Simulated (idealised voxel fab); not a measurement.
The process module that follows is named voxel wiring stack.
Section shown: cut. Width: 210 nm. Cell size: 5 nm, square.
For the purposes of this document, a cross-section shall be understood as a grid of square cells, specified as bands listed in top-to-bottom order, each band consisting of one or more rows of cells. Basically the band line says how high the top is and how high the bottom is, in nm, and then what's in it from left to right, every material with its width in nm. Empty space shows up as "air", and if a single material carries "edge to edge" it runs the full band edge to edge. Heads up on the height convention: 0 is the point under which the incoming wafer is all one material, and the lowest band has no bottom, it just keeps going down, like "top 0, no bottom". Think of "30 to 40" as a width that walks from the first number to the second as you go down the band, top row to bottom row, taking equal-sized steps from row to row. "nothing changed" after a step means that no cell of the cross-section changed. Basically, "Closed-off voids" tells you about the enclosed voids: empty spaces with no open way to the top, 8 cells or bigger, each written width x height at distance, where distance is from the left edge, all in nm. It should be noted that, on the line of a given step, the content following the step's settings is a remark produced by the simulator itself with respect to that step. "overlay nm", when on a step's line for a step with a mask, measures how far to the right of its planned place the mask lay; a negative measure means to the left.

-- Process steps foreseen in the plan
1: RECEIVE, material Si
2: CONFORMAL_DEP, material SiO2, thk nm 15
3: CONFORMAL_DEP, material SiN, thk nm 5
4: DIRECTIONAL_DEP, material SiO2, thk nm 15
5: PATTERN, tone open, mask id METAL_1, material resist, width nm 25, pitch nm 50, thk nm 20, overlay nm 0
6: DIRECTIONAL_ETCH, etch materials SiO2, depth nm 15
7: DIRECTIONAL_ETCH, etch materials SiN, depth nm 5
8: STRIP, etch materials resist
9: CONFORMAL_DEP, material TiN, thk nm 5
10: FILL_DEP, material Cu, thk nm 5
11: CMP, height nm 35
12: CONFORMAL_DEP, material SiCN, thk nm 5
13: DIRECTIONAL_DEP, material lowk, thk nm 25
14: DIRECTIONAL_DEP, material aC, thk nm 10
15: PATTERN, tone open, mask id METAL_2_HOLES, material resist, width nm 15, pitch nm 50, thk nm 25, overlay nm 0
16: DIRECTIONAL_ETCH, etch materials aC, depth nm 10
17: STRIP, etch materials resist
18: DIRECTIONAL_ETCH, etch materials lowk, depth nm 25
19: STRIP, etch materials aC
20: PATTERN, tone open, mask id METAL_2, material resist, width nm 25, pitch nm 50, thk nm 20, overlay nm 0
21: DIRECTIONAL_ETCH, etch materials lowk, depth nm 15
22: DIRECTIONAL_ETCH, etch materials SiCN, depth nm 5
23: STRIP, etch materials resist
24: CONFORMAL_DEP, material TiN, thk nm 5
25: FILL_DEP, material Cu, thk nm 5
26: CMP, height nm 65
27: CONFORMAL_DEP, material SiCN, thk nm 5
28: DIRECTIONAL_DEP, material lowk, thk nm 30
29: MASKED_ETCH, tone open, mask id METAL_3, width nm 25, pitch nm 50, etch materials lowk, depth nm 15, overlay nm 0
30: DIRECTIONAL_DEP, material aC, thk nm 15
31: PATTERN, tone open, mask id METAL_3_HOLES, material resist, width nm 15, pitch nm 50, thk nm 30, overlay nm 0
32: DIRECTIONAL_ETCH, etch materials aC, depth nm 15
33: STRIP, etch materials resist
34: DIRECTIONAL_ETCH, etch materials lowk, depth nm 15
35: DIRECTIONAL_ETCH, etch materials SiCN, depth nm 5
36: STRIP, etch materials aC
37: CONFORMAL_DEP, material TiN, thk nm 5
38: FILL_DEP, material Cu, thk nm 10
39: CMP, height nm 100
40: CONFORMAL_DEP, material SiN, thk nm 5

-- The cross-section here shows the wafer as received, i.e. in its state after step 1
> top 0, no bottom | Si edge to edge
> Closed-off voids: none

-- The cross-section shown corresponds to the wafer at the conclusion of the module. The initial structure and the process plan are those presented above; however, one mistake occurred in executing the plan
> top 105, bottom 100 | SiN edge to edge
> top 100, bottom 90 | lowk (65) / TiN (5) / Cu (15) / TiN (5) / lowk (25) / TiN (5) / Cu (15) / TiN (5) / lowk (70)
> top 90, bottom 85 | lowk (65) / TiN (5) / Cu (5) / TiN (15) / lowk (25) / TiN (5) / Cu (5) / TiN (15) / lowk (70)
> top 85, bottom 70 | lowk (65) / TiN (5) / Cu (5) / TiN (5) / lowk (35) / TiN (5) / Cu (5) / TiN (5) / lowk (80)
> top 70, bottom 65 | SiCN (65) / TiN (15) / SiCN (35) / TiN (15) / SiCN (80)
> top 65, bottom 55 | lowk (65) / TiN (5) / Cu (20) / TiN (5) / lowk (20) / TiN (5) / Cu (20) / TiN (5) / lowk (65)
> top 55, bottom 45 | lowk (65) / TiN (5) / Cu (5) / TiN (20 to 5) / lowk (20 to 35) / TiN (5) / Cu (5) / TiN (20 to 5) / lowk (65 to 80)
> top 45, bottom 40 | lowk (65) / TiN (15) / lowk (35) / TiN (15) / lowk (80)
> top 40, bottom 35 | SiCN (70) / TiN (10) / SiCN (40) / TiN (10) / SiCN (80)
> top 35, bottom 20 | SiO2 (65) / TiN (5) / Cu (15) / TiN (5) / SiO2 (25) / TiN (5) / Cu (15) / TiN (5) / SiO2 (70)
> top 20, bottom 15 | SiN (65) / TiN (25) / SiN (25) / TiN (25) / SiN (70)
> top 15, bottom 0 | SiO2 edge to edge
> top 0, no bottom | Si edge to edge
> Closed-off voids: none
What broke from the plan during processing? step 20 went in with a setting other than planned; the actual run was PATTERN, tone open, mask id METAL_2, material resist, width nm 25, pitch nm 50, thk nm 20, overlay nm 5
